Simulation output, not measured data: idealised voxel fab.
Title: Process Module voxel double patterning
The figure presents cross-section cut, which has a width of 180 nm and is divided into square cells with an edge length of 5 nm.
When this document writes out a cross-section, it uses a grid of square cells and lists it as bands, beginning at the top and moving down, with a band standing for one or more rows of cells.
What a band's entry tells you: where the top is and where the bottom is, as heights in nm, and after that what lies inside, material by material from left to right, each with its width in nm. Empty space is written as the word "air", and a single material marked with the word "full width" occupies the band from edge to edge.
Zero point of the height axis is 0; under it, received wafer = one material. Lowest band: continues down indefinitely, "0..down".
A two-number width, for instance "30 to 40", indicates that the width is equal to the first number in the top row of the band and to the second number in the bottom row, and that it changes by a constant amount per row of cells.
The designation "no modification", where it is given for a processing step, indicates that no cell of the cross-section was altered in the course of that step.
What "Voids, fully enclosed" gives you is every empty space of 8 cells or more that is cut off from the top. Each appears as width x height at distance, with the distance taken from the left edge and width, height and distance all in nm.
Step line, after settings: the simulator's comment on this step.
When a step includes a mask, the "overlay nm" setting on its line states how far to the right of its planned place that mask lay, and negative values state how far to the left.
Read the rest as pairs. Take the cross-section before one process step, then the cross-section after it, which shows only down to the lowest band that changed. Under the pair, find the step between them and its settings. Bear in mind that pairs may come from different runs of this module on the same starting wafer: link a pair to the pair above it only where its entry headed "State before step" says to.

State before step:
	0..down | Si full width
	Voids, fully enclosed: none

Post-Step Section View:
	10..0 | SiO2 full width
	Below a height of 0, the structure has not been altered.
	Voids, fully enclosed: none
Before/after cross-sections above; step in between: op CONFORMAL_DEP | material SiO2 | thk nm 10

State before step: starting point is the after cross-section of the pair just above.

Post-Step Section View:
	20..10 | polySi full width
	Below a height of 10, the structure has not been altered.
	Voids, fully enclosed: none
Before/after cross-sections above; step in between: op DIRECTIONAL_DEP | material polySi | thk nm 10

State before step: starting point is the after cross-section of the pair just above.

Post-Step Section View:
	25..20 | SiCN full width
	Below a height of 20, the structure has not been altered.
	Voids, fully enclosed: none
Before/after cross-sections above; step in between: op DIRECTIONAL_DEP | material SiCN | thk nm 5

State before step: starting point is the after cross-section of the pair just above.

Post-Step Section View:
	25..20 | SiCN=55, then air=15, then SiCN=35, then air=15, then SiCN=60
	Below a height of 20, the structure has not been altered.
	Voids, fully enclosed: none
Before/after cross-sections above; step in between: op MASKED_ETCH | tone open | mask id FIRST | width nm 15 | pitch nm 50 | etch materials SiCN | depth nm 5 | overlay nm 0

State before step: starting point is the after cross-section of the pair just above.

Post-Step Section View:
	25..20 | SiCN=55, then air=15, then SiCN=10, then air=15, then SiCN=10, then air=15, then SiCN=60
	Below a height of 20, the structure has not been altered.
	Voids, fully enclosed: none
Before/after cross-sections above; step in between: op MASKED_ETCH | tone open | mask id SECOND | width nm 15 | etch materials SiCN | depth nm 5 | overlay nm 0

State before step: starting point is the after cross-section of the pair just above.

Post-Step Section View:
	25..20 | SiCN=55, then air=15, then SiCN=10, then air=15, then SiCN=10, then air=15, then SiCN=60
	20..10 | polySi=55, then air=15, then polySi=10, then air=15, then polySi=10, then air=15, then polySi=60
	Below a height of 10, the structure has not been altered.
	Voids, fully enclosed: none
Before/after cross-sections above; step in between: op DIRECTIONAL_ETCH | etch materials polySi | depth nm 10

State before step: starting point is the after cross-section of the pair just above.

Post-Step Section View:
	20..10 | polySi=55, then air=15, then polySi=10, then air=15, then polySi=10, then air=15, then polySi=60
	Below a height of 10, the structure has not been altered.
	Voids, fully enclosed: none
Before/after cross-sections above; step in between: op STRIP | etch materials SiCN

State before step:
	0..down | Si full width
	Voids, fully enclosed: none

Post-Step Section View:
	10..0 | polySi full width
	Below a height of 0, the structure has not been altered.
	Voids, fully enclosed: none
Before/after cross-sections above; step in between: op DIRECTIONAL_DEP | material polySi | thk nm 10

State before step: starting point is the after cross-section of the pair just above.

Post-Step Section View:
	20..10 | SiO2 full width
	Below a height of 10, the structure has not been altered.
	Voids, fully enclosed: none
Before/after cross-sections above; step in between: op CONFORMAL_DEP | material SiO2 | thk nm 10

State before step: starting point is the after cross-section of the pair just above.

Post-Step Section View:
	25..20 | SiCN full width
	Below a height of 20, the structure has not been altered.
	Voids, fully enclosed: none
Before/after cross-sections above; step in between: op DIRECTIONAL_DEP | material SiCN | thk nm 5

State before step: starting point is the after cross-section of the pair just above.

Post-Step Section View:
	25..20 | SiCN=55, then air=15, then SiCN=35, then air=15, then SiCN=60
	Below a height of 20, the structure has not been altered.
	Voids, fully enclosed: none
Before/after cross-sections above; step in between: op MASKED_ETCH | tone open | mask id FIRST | width nm 15 | pitch nm 50 | etch materials SiCN | depth nm 5 | overlay nm 0

State before step: starting point is the after cross-section of the pair just above.

Post-Step Section View:
	25..20 | SiCN=55, then air=15, then SiCN=10, then air=15, then SiCN=10, then air=15, then SiCN=60
	Below a height of 20, the structure has not been altered.
	Voids, fully enclosed: none
Before/after cross-sections above; step in between: op MASKED_ETCH | tone open | mask id SECOND | width nm 15 | etch materials SiCN | depth nm 5 | overlay nm 0

State before step: starting point is the after cross-section of the pair just above.

Post-Step Section View:
	20..10 | SiO2 full width
	Below a height of 10, the structure has not been altered.
	Voids, fully enclosed: none
Before/after cross-sections above; step in between: op STRIP | etch materials SiCN

State before step:
	10..0 | SiO2 full width
	0..down | Si full width
	Voids, fully enclosed: none

Post-Step Section View:
	15..10 | polySi full width
	Below a height of 10, the structure has not been altered.
	Voids, fully enclosed: none
Before/after cross-sections above; step in between: op DIRECTIONAL_DEP | material polySi | thk nm 5

State before step: starting point is the after cross-section of the pair just above.

Post-Step Section View:
	20..15 | SiCN full width
	Below a height of 15, the structure has not been altered.
	Voids, fully enclosed: none
Before/after cross-sections above; step in between: op DIRECTIONAL_DEP | material SiCN | thk nm 5

State before step: starting point is the after cross-section of the pair just above.

Post-Step Section View:
	20..15 | SiCN=55, then air=15, then SiCN=35, then air=15, then SiCN=60
	Below a height of 15, the structure has not been altered.
	Voids, fully enclosed: none
Before/after cross-sections above; step in between: op MASKED_ETCH | tone open | mask id FIRST | width nm 15 | pitch nm 50 | etch materials SiCN | depth nm 5 | overlay nm 0

State before step: starting point is the after cross-section of the pair just above.

Post-Step Section View:
	20..15 | SiCN=55, then air=15, then SiCN=10, then air=15, then SiCN=10, then air=15, then SiCN=60
	Below a height of 15, the structure has not been altered.
	Voids, fully enclosed: none
Before/after cross-sections above; step in between: op MASKED_ETCH | tone open | mask id SECOND | width nm 15 | etch materials SiCN | depth nm 5 | overlay nm 0

State before step: starting point is the after cross-section of the pair just above.

Post-Step Section View:
	20..15 | SiCN=55, then air=15, then SiCN=10, then air=15, then SiCN=10, then air=15, then SiCN=60
	15..10 | polySi=55, then air=15, then polySi=10, then air=15, then polySi=10, then air=15, then polySi=60
	Below a height of 10, the structure has not been altered.
	Voids, fully enclosed: none
Before/after cross-sections above; step in between: op DIRECTIONAL_ETCH | etch materials polySi | depth nm 10

State before step: starting point is the after cross-section of the pair just above.

Post-Step Section View:
	15..10 | polySi=55, then air=15, then polySi=10, then air=15, then polySi=10, then air=15, then polySi=60
	Below a height of 10, the structure has not been altered.
	Voids, fully enclosed: none
Before/after cross-sections above; step in between: op STRIP | etch materials SiCN

State before step:
	25..20 | SiCN=55, then air=15, then SiCN=35, then air=15, then SiCN=60
	20..10 | polySi full width
	10..0 | SiO2 full width
	0..down | Si full width
	Voids, fully enclosed: none

Post-Step Section View:
	25..20 | SiCN=55, then air=15, then SiCN=5, then air=25, then SiCN=5, then air=15, then SiCN=60
	Below a height of 20, the structure has not been altered.
	Voids, fully enclosed: none
Before/after cross-sections above; step in between: op MASKED_ETCH | tone open | mask id SECOND | width nm 25 | etch materials SiCN | depth nm 5 | overlay nm 0

State before step: starting point is the after cross-section of the pair just above.

Post-Step Section View:
	25..20 | SiCN=55, then air=15, then SiCN=5, then air=25, then SiCN=5, then air=15, then SiCN=60
	20..10 | polySi=55, then air=15, then polySi=5, then air=25, then polySi=5, then air=15, then polySi=60
	Below a height of 10, the structure has not been altered.
	Voids, fully enclosed: none
Before/after cross-sections above; step in between: op DIRECTIONAL_ETCH | etch materials polySi | depth nm 10

State before step: starting point is the after cross-section of the pair just above.

Post-Step Section View:
	20..10 | polySi=55, then air=15, then polySi=5, then air=25, then polySi=5, then air=15, then polySi=60
	Below a height of 10, the structure has not been altered.
	Voids, fully enclosed: none
Before/after cross-sections above; step in between: op STRIP | etch materials SiCN

State before step:
	25..20 | SiCN full width
	20..10 | polySi full width
	10..0 | SiO2 full width
	0..down | Si full width
	Voids, fully enclosed: none

Post-Step Section View:
	25..20 | SiCN=45, then air=15, then SiCN=35, then air=15, then SiCN=70
	Below a height of 20, the structure has not been altered.
	Voids, fully enclosed: none
Before/after cross-sections above; step in between: op MASKED_ETCH | tone open | mask id FIRST | width nm 15 | pitch nm 50 | etch materials SiCN | depth nm 5 | overlay nm -10

State before step: starting point is the after cross-section of the pair just above.

Post-Step Section View:
	25..20 | SiCN=45, then air=15, then SiCN=20, then air=30, then SiCN=70
	Below a height of 20, the structure has not been altered.
	Voids, fully enclosed: none
Before/after cross-sections above; step in between: op MASKED_ETCH | tone open | mask id SECOND | width nm 15 | etch materials SiCN | depth nm 5 | overlay nm 0

State before step: starting point is the after cross-section of the pair just above.

Post-Step Section View:
	25..20 | SiCN=45, then air=15, then SiCN=20, then air=30, then SiCN=70
	20..10 | polySi=45, then air=15, then polySi=20, then air=30, then polySi=70
	Below a height of 10, the structure has not been altered.
	Voids, fully enclosed: none
Before/after cross-sections above; step in between: op DIRECTIONAL_ETCH | etch materials polySi | depth nm 10

State before step: starting point is the after cross-section of the pair just above.

Post-Step Section View:
	20..10 | polySi=45, then air=15, then polySi=20, then air=30, then polySi=70
	Below a height of 10, the structure has not been altered.
	Voids, fully enclosed: none
Before/after cross-sections above; step in between: op STRIP | etch materials SiCN

State before step:
	20..10 | polySi full width
	10..0 | SiO2 full width
	0..down | Si full width
	Voids, fully enclosed: none

Post-Step Section View:
	25..20 | SiO2 full width
	Below a height of 20, the structure has not been altered.
	Voids, fully enclosed: none
Before/after cross-sections above; step in between: op DIRECTIONAL_DEP | material SiO2 | thk nm 5

State before step:
	25..20 | SiCN full width
	20..10 | polySi full width
	10..0 | SiO2 full width
	0..down | Si full width
	Voids, fully enclosed: none

Post-Step Section View:
	25..20 | air=55, then SiCN=15, then air=35, then SiCN=15, then air=60
	Below a height of 20, the structure has not been altered.
	Voids, fully enclosed: none
Before/after cross-sections above; step in between: op MASKED_ETCH | tone cover | mask id FIRST | width nm 15 | pitch nm 50 | etch materials SiCN | depth nm 5 | overlay nm 0

State before step: starting point is the after cross-section of the pair just above.

Post-Step Section View:
	25..20 | air=55, then SiCN=15, then air=35, then SiCN=15, then air=60
	20..10 | air=55, then polySi=15, then air=35, then polySi=15, then air=60
	Below a height of 10, the structure has not been altered.
	Voids, fully enclosed: none
Before/after cross-sections above; step in between: op DIRECTIONAL_ETCH | etch materials polySi | depth nm 10

State before step: starting point is the after cross-section of the pair just above.

Post-Step Section View:
	20..10 | air=55, then polySi=15, then air=35, then polySi=15, then air=60
	Below a height of 10, the structure has not been altered.
	Voids, fully enclosed: none
Before/after cross-sections above; step in between: op STRIP | etch materials SiCN
